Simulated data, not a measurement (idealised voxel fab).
Herein follows the process module entitled voxel transistor to metal.
Section cut is 160 nm wide and gridded with 5 nm square cells.
Each cross-section below is a grid of square cells, stated as bands in top-down order, with one or more rows of cells making up each band.
The entry gives the band's vertical extent as a top height and a bottom height in nm, then its horizontal make-up as materials from left to right, each with a width in nm. "air" stands for empty space; a single material marked "full width" fills the band edge to edge.
Where do heights start? At 0: under that level the wafer as delivered is made of one material only. And the lowest band has no floor; it just carries on downward, as in "0..down".
The width entry "30..40" should be interpreted row by row: the top row of cells in the band takes the first number, the bottom row takes the second number, and the change between adjacent rows is uniform throughout.
A step reported as "no alteration" is a step in which no cell of the cross-section changed.
Empty spaces without an open route to the top, at least 8 cells in extent, make up the entry "Entrapped void list"; each is given as width x height at distance, where the distance is measured from the left edge, and all are in nm.
What comes after the settings on a step's line is commentary from the simulator itself on that step.
When a step includes a mask, the "overlay nm" setting on its line states how far to the right of its planned place that mask lay, and negative values state how far to the left.
The following list gives the planned process steps
1) RECEIVE [material Si]
2) OXIDIZE [depth nm 5]
3) CONFORMAL_DEP [material SiN] [thk nm 10]
4) MASKED_ETCH [tone cover] [mask id ACTIVE] [width nm 100] [etch materials SiN] [depth nm 10] [overlay nm 0]
5) MASKED_ETCH [tone cover] [mask id ACTIVE] [width nm 100] [etch materials SiO2] [depth nm 5] [overlay nm 0]
6) MASKED_ETCH [tone cover] [mask id ACTIVE] [width nm 100] [etch materials Si] [depth nm 30] [overlay nm 0]
7) FILL_DEP [material SiO2] [thk nm 5]
8) CMP [height nm 10]
9) SELECTIVE_ETCH [etch materials SiO2] [depth nm 5]
10) STRIP [etch materials SiN]
11) SELECTIVE_ETCH [etch materials SiO2] [depth nm 5]
12) OXIDIZE [depth nm 5]
13) DIRECTIONAL_DEP [material polySi] [thk nm 30]
14) DIRECTIONAL_DEP [material SiCN] [thk nm 15]
15) DIRECTIONAL_DEP [material aC] [thk nm 10]
16) PATTERN [tone cover] [mask id GATE] [material resist] [width nm 20] [thk nm 30] [overlay nm 0]
17) DIRECTIONAL_ETCH [etch materials aC] [depth nm 10]
18) STRIP [etch materials resist]
19) DIRECTIONAL_ETCH [etch materials SiCN] [depth nm 25]
20) DIRECTIONAL_ETCH [etch materials polySi] [depth nm 40]
21) STRIP [etch materials aC]
22) CONFORMAL_DEP [material SiO2] [thk nm 5]
23) DIRECTIONAL_ETCH [etch materials SiO2] [depth nm 5]
24) CONFORMAL_DEP [material SiN] [thk nm 10]
25) DIRECTIONAL_ETCH [etch materials SiN] [depth nm 10]
26) DIRECTIONAL_ETCH [etch materials SiO2] [depth nm 5]
27) DIRECTIONAL_ETCH [etch materials Si] [depth nm 15]
28) EPI [material SiGe] [thk nm 15]
29) FILL_DEP [material SiO2] [thk nm 5]
30) CMP [height nm 40]
31) DIRECTIONAL_DEP [material SiO2] [thk nm 15]
32) DIRECTIONAL_DEP [material aC] [thk nm 10]
33) PATTERN [tone open] [mask id CONTACT] [material resist] [width nm 25] [pitch nm 55] [thk nm 30] [overlay nm 0]
34) DIRECTIONAL_ETCH [etch materials aC] [depth nm 10]
35) STRIP [etch materials resist]
36) DIRECTIONAL_ETCH [etch materials SiO2] [depth nm 50]
37) STRIP [etch materials aC]
38) CONFORMAL_DEP [material TiN] [thk nm 5]
39) FILL_DEP [material Ru] [thk nm 5]
40) CMP [height nm 55]
41) DIRECTIONAL_DEP [material TiN] [thk nm 5]
42) DIRECTIONAL_DEP [material W] [thk nm 25]
43) PATTERN [tone cover] [mask id METAL_1] [material resist] [width nm 15] [pitch nm 65] [thk nm 15] [overlay nm 0]
44) DIRECTIONAL_ETCH [etch materials W] [depth nm 25]
45) DIRECTIONAL_ETCH [etch materials TiN] [depth nm 5]
46) STRIP [etch materials resist]
47) FILL_DEP [material lowk] [thk nm 5]
48) CMP [height nm 85]
49) CONFORMAL_DEP [material SiCN] [thk nm 5]
As-received state of the wafer in cross-section, equivalent to post-step 1
> 0..down | Si full width
> Entrapped void list: none
End state of the module in cross-section, given the above starting point and plan and one mistake in execution
> 90..85 | SiCN full width
> 85..60 | lowk (40) | W (15) | lowk (50) | W (15) | lowk (40)
> 60..55 | lowk (40) | TiN (15) | lowk (50) | TiN (15) | lowk (40)
> 55..45 | SiO2 (40) | TiN (5) | Ru (15) | TiN (5) | SiO2 (30) | TiN (5) | Ru (15) | TiN (5) | SiO2 (40)
> 45..40 | SiO2 (40) | TiN (5) | Ru (5) | TiN (15) | SiO2 (30) | TiN (15) | Ru (5) | TiN (5) | SiO2 (40)
> 40..25 | SiO2 (40) | TiN (5) | Ru (5) | TiN (5) | SiN (10) | SiO2 (5) | SiCN (20) | SiO2 (5) | SiN (10) | TiN (5) | Ru (5) | TiN (5) | SiO2 (40)
> 25..10 | SiO2 (40) | TiN (5) | Ru (5) | TiN (5) | SiN (10) | SiO2 (5) | polySi (20) | SiO2 (5) | SiN (10) | TiN (5) | Ru (5) | TiN (5) | SiO2 (40)
> 10..5 | SiO2 (40) | TiN (15) | SiN (10) | SiO2 (5) | polySi (20) | SiO2 (5) | SiN (10) | TiN (15) | SiO2 (40)
> 5..0 | SiO2 (40) | SiGe (15) | SiN (10) | SiO2 (5) | polySi (20) | SiO2 (5) | SiN (10) | SiGe (15) | SiO2 (40)
> 0..-5 | SiO2 (25) | SiN (10) | SiGe (20) | SiN (10) | SiO2 (5) | polySi (20) | SiO2 (5) | SiN (10) | SiGe (20) | SiN (10) | SiO2 (25)
> -5..-10 | SiO2 (35) | SiGe (20) | SiO2 (50) | SiGe (20) | SiO2 (35)
> -10..-15 | SiO2 (35) | SiGe (20) | Si (50) | SiGe (20) | SiO2 (35)
> -15..-25 | SiO2 (30) | Si (5) | SiGe (20) | Si (50) | SiGe (20) | Si (5) | SiO2 (30)
> -25..-35 | SiO2 (30) | Si (100) | SiO2 (30)
> -35..down | Si full width
> Entrapped void list: none
What was done differently from what was planned? steps 9 and 10 of the plan were each performed in the slot designated for the other
